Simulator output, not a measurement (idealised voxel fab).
The name of this process module is voxel air gaps.
This is section cut - it's 250 nm across, gridded in 5 nm square cells.
Cross-sections here: square-cell grids, written as top-down lists of bands, a band being one or more rows of cells.
Within each band entry, the heights of the top and of the bottom of the band appear first, in that order and in nm; the materials of the band then follow from left to right, each with its corresponding width in nm. The designation "everywhere" on a single material indicates that it fills the band from edge to edge; the designation "empty" indicates empty space.
Counting heights begins at 0, where everything beneath is, in the wafer as received, one material. The lowest band has no bottom; it goes on downwards, as "0 -> down" shows.
A width given as "30->40" starts at the first number in the band's top row and ends at the second number in its bottom row, shifting by an equal amount at every step from row to row.
Key: "all unchanged" - step with no changed cell in the cross-section.
Any empty space of 8 cells or more lacking an open way to the top shows up in "Listed closed voids" as width x height at distance, distance from the left edge, in nm.
Post-settings text on a step line: simulator's own remark regarding the step.
"overlay nm", when on a step's line for a step with a mask, measures how far to the right of its planned place the mask lay; a negative measure means to the left.

THIS SECTION LISTS THE PROCESS STEPS THAT WERE PLANNED
| 1 | RECEIVE,material Si |
| 2 | CONFORMAL_DEP,material SiO2,thk nm 15 |
| 3 | CONFORMAL_DEP,material SiN,thk nm 5 |
| 4 | DIRECTIONAL_DEP,material SiO2,thk nm 40 |
| 5 | PATTERN,tone open,mask id LINES,material resist,width nm 25,pitch nm 55,thk nm 15,overlay nm 0 |
| 6 | DIRECTIONAL_ETCH,etch materials SiO2,depth nm 40 |
| 7 | STRIP,etch materials resist |
| 8 | CONFORMAL_DEP,material TiN,thk nm 5 |
| 9 | FILL_DEP,material W,thk nm 5 |
| 10 | CMP,height nm 60 |
| 11 | EPI,material Ru,thk nm 10 |
| 12 | SELECTIVE_ETCH,etch materials SiO2,depth nm 50 |
| 13 | CONFORMAL_DEP,material SiN,thk nm 5 |

BELOW: THE FIRST OF TWO WAFERS, RUN AS PLANNED

CROSS-SECTION, INCOMING MATERIAL, AFTER STEP 1
0 -> down | Si everywhere
Listed closed voids: none

WAFER SECTION VIEW AFTER PROCESSING STEP 2
15 -> 0 | SiO2 everywhere
All layers under 0 are left as they were.

WAFER SECTION VIEW AFTER PROCESSING STEP 3
20 -> 15 | SiN everywhere
All layers under 15 are left as they were.

WAFER SECTION VIEW AFTER PROCESSING STEP 4
60 -> 20 | SiO2 everywhere
All layers under 20 are left as they were.

WAFER SECTION VIEW AFTER PROCESSING STEP 5
75 -> 60 | resist=55  empty=25  resist=30  empty=25  resist=30  empty=25  resist=60
All layers under 60 are left as they were.

WAFER SECTION VIEW AFTER PROCESSING STEP 6
75 -> 60 | resist=55  empty=25  resist=30  empty=25  resist=30  empty=25  resist=60
60 -> 20 | SiO2=55  empty=25  SiO2=30  empty=25  SiO2=30  empty=25  SiO2=60
All layers under 20 are left as they were.

WAFER SECTION VIEW AFTER PROCESSING STEP 7
60 -> 20 | SiO2=55  empty=25  SiO2=30  empty=25  SiO2=30  empty=25  SiO2=60
All layers under 20 are left as they were.

WAFER SECTION VIEW AFTER PROCESSING STEP 8
65 -> 60 | TiN=60  empty=15  TiN=40  empty=15  TiN=40  empty=15  TiN=65
60 -> 25 | SiO2=55  TiN=5  empty=15  TiN=5  SiO2=30  TiN=5  empty=15  TiN=5  SiO2=30  TiN=5  empty=15  TiN=5  SiO2=60
25 -> 20 | SiO2=55  TiN=25  SiO2=30  TiN=25  SiO2=30  TiN=25  SiO2=60
All layers under 20 are left as they were.

WAFER SECTION VIEW AFTER PROCESSING STEP 9
70 -> 65 | W everywhere
65 -> 60 | TiN=60  W=15  TiN=40  W=15  TiN=40  W=15  TiN=65
60 -> 25 | SiO2=55  TiN=5  W=15  TiN=5  SiO2=30  TiN=5  W=15  TiN=5  SiO2=30  TiN=5  W=15  TiN=5  SiO2=60
All layers under 25 are left as they were.

WAFER SECTION VIEW AFTER PROCESSING STEP 10
60 -> 25 | SiO2=55  TiN=5  W=15  TiN=5  SiO2=30  TiN=5  W=15  TiN=5  SiO2=30  TiN=5  W=15  TiN=5  SiO2=60
All layers under 25 are left as they were.

WAFER SECTION VIEW AFTER PROCESSING STEP 11
70 -> 60 | empty=45  Ru=45  empty=10  Ru=45  empty=10  Ru=45  empty=50
All layers under 60 are left as they were.

WAFER SECTION VIEW AFTER PROCESSING STEP 12
70 -> 60 | empty=45  Ru=45  empty=10  Ru=45  empty=10  Ru=45  empty=50
60 -> 25 | empty=55  TiN=5  W=15  TiN=5  empty=30  TiN=5  W=15  TiN=5  empty=30  TiN=5  W=15  TiN=5  empty=60
25 -> 20 | empty=55  TiN=25  empty=30  TiN=25  empty=30  TiN=25  empty=60
All layers under 20 are left as they were.

WAFER SECTION VIEW AFTER PROCESSING STEP 13
75 -> 70 | empty=40  SiN=165  empty=45
70 -> 60 | empty=40  SiN=5  Ru=45  SiN=10  Ru=45  SiN=10  Ru=45  SiN=5  empty=45
60 -> 55 | empty=40  SiN=15  TiN=5  W=15  TiN=5  SiN=30  TiN=5  W=15  TiN=5  SiN=30  TiN=5  W=15  TiN=5  SiN=15  empty=45
55 -> 25 | empty=50  SiN=5  TiN=5  W=15  TiN=5  SiN=5  empty=20  SiN=5  TiN=5  W=15  TiN=5  SiN=5  empty=20  SiN=5  TiN=5  W=15  TiN=5  SiN=5  empty=55
25 -> 20 | SiN=55  TiN=25  SiN=30  TiN=25  SiN=30  TiN=25  SiN=60
All layers under 20 are left as they were.
Listed closed voids: 20 x 30 at 85; 20 x 30 at 140

IT IS TO BE NOTED THAT THE SECOND WAFER PROCEEDED FROM THE SAME INITIAL STATE AND ACCORDING TO THE SAME PLAN AS THE FIRST, ALTHOUGH ONE MISTAKE WAS COMMITTED IN ITS EXECUTION; THROUGH STEP 2, INCLUSIVE, THE TWO WAFERS SHARE AN IDENTICAL HISTORY

CROSS-SECTION: SECOND WAFER, TIME AT WHICH STEP 3 WAS SCHEDULED TO END
55 -> 0 | SiO2 everywhere
All layers under 0 are left as they were.

CROSS-SECTION: SECOND WAFER, TIME AT WHICH STEP 4 WAS SCHEDULED TO END
60 -> 55 | SiN everywhere
All layers under 55 are left as they were.

CROSS-SECTION: SECOND WAFER, TIME AT WHICH STEP 5 WAS SCHEDULED TO END
75 -> 60 | resist=55  empty=25  resist=30  empty=25  resist=30  empty=25  resist=60
All layers under 60 are left as they were.

Cross-section: second wafer, time at which step 6 was scheduled to end: all unchanged

CROSS-SECTION: SECOND WAFER, TIME AT WHICH STEP 7 WAS SCHEDULED TO END
60 -> 55 | SiN everywhere
All layers under 55 are left as they were.

CROSS-SECTION: SECOND WAFER, TIME AT WHICH STEP 8 WAS SCHEDULED TO END
65 -> 60 | TiN everywhere
All layers under 60 are left as they were.

CROSS-SECTION: SECOND WAFER, TIME AT WHICH STEP 9 WAS SCHEDULED TO END
70 -> 65 | W everywhere
All layers under 65 are left as they were.

CROSS-SECTION: SECOND WAFER, TIME AT WHICH STEP 10 WAS SCHEDULED TO END
60 -> 55 | SiN everywhere
All layers under 55 are left as they were.

Cross-section: second wafer, time at which step 11 was scheduled to end: all unchanged

Cross-section: second wafer, time at which step 12 was scheduled to end: all unchanged

CROSS-SECTION: SECOND WAFER, TIME AT WHICH STEP 13 WAS SCHEDULED TO END
65 -> 55 | SiN everywhere
All layers under 55 are left as they were.
Finding, execution versus plan: the executed order of steps 3 and 4 is the reverse of that specified in the plan, each step having taken the other's position
The second wafer ends with more or fewer cells of some materials than the first, per final count: 54 fewer of Ru, 84 fewer of SiN, 400 more of SiO2, 57 fewer of TiN, 63 fewer of W
The final tally of closed voids stands at 2 on the first wafer and 0 on the second.
